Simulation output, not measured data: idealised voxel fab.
process module | voxel self aligned vias
cross-section cut | 200 nm wide | cells 5 nm
A cross-section is a grid of square cells, given in bands from the top down. A band is one or more rows of cells.
Each band's line starts with the height of the band's top and of its bottom, in nm. Then come its materials from left to right, each with its width in nm. One material with "throughout" fills the band from edge to edge. "air" is empty space.
Height 0 is the level under which the wafer as received is all one material. The lowest band goes on downwards, as in "0 down".
A width such as "30 to 40" changes by the same amount from each row of cells to the next, from the band's top row to its bottom row.
"no change" after a step means that no cell of the cross-section changed.
closed voids: empty space of 8 cells or more with no open way to the top, each as width x height at its distance from the left edge, in nm
after a step's settings: what the simulator itself notes on the step
overlay nm, on a step with a mask: how far to the right of its planned place the mask lay; to the left if negative
plan
1 op RECEIVE | material Si
2 op CONFORMAL_DEP | material SiO2 | thk nm 10
3 op CONFORMAL_DEP | material SiCN | thk nm 5
4 op DIRECTIONAL_DEP | material SiO2 | thk nm 20
5 op MASKED_ETCH | tone open | mask id LINES | width nm 30 | pitch nm 75 | etch materials SiO2 | depth nm 20 | overlay nm 0
6 op CONFORMAL_DEP | material TiN | thk nm 5
7 op FILL_DEP | material Ru | thk nm 5
8 op CMP | height nm 35
9 op SELECTIVE_ETCH | etch materials W Ru TiN | depth nm 5
10 op FILL_DEP | material SiN | thk nm 5
11 op CMP | height nm 35
12 op DIRECTIONAL_DEP | material SiO2 | thk nm 20
13 op MASKED_ETCH | tone open | mask id VIAS | width nm 50 | pitch nm 75 | etch materials SiO2 | depth nm 20 | overlay nm 0
14 op MASKED_ETCH | tone open | mask id VIAS | width nm 50 | pitch nm 75 | etch materials SiN | depth nm 5 | overlay nm 0
15 op CONFORMAL_DEP | material TiN | thk nm 5
16 op FILL_DEP | material W | thk nm 5
17 op CMP | height nm 55
18 op CONFORMAL_DEP | material SiN | thk nm 5
as received, after step 1
  0 down: Si throughout
  closed voids: none
a wafer at the end: this start, this plan, one mistake
  60 to 55: SiN throughout
  55 to 40: SiO2 35 | TiN 5 | W 40 | TiN 5 | SiO2 25 | TiN 5 | W 40 | TiN 5 | SiO2 40
  40 to 35: SiO2 35 | TiN 50 | SiO2 25 | TiN 50 | SiO2 40
  35 to 30: SiCN throughout
  30 to 0: SiO2 throughout
  0 down: Si throughout
  closed voids: none
what went wrong: steps 3 and 4 were swapped
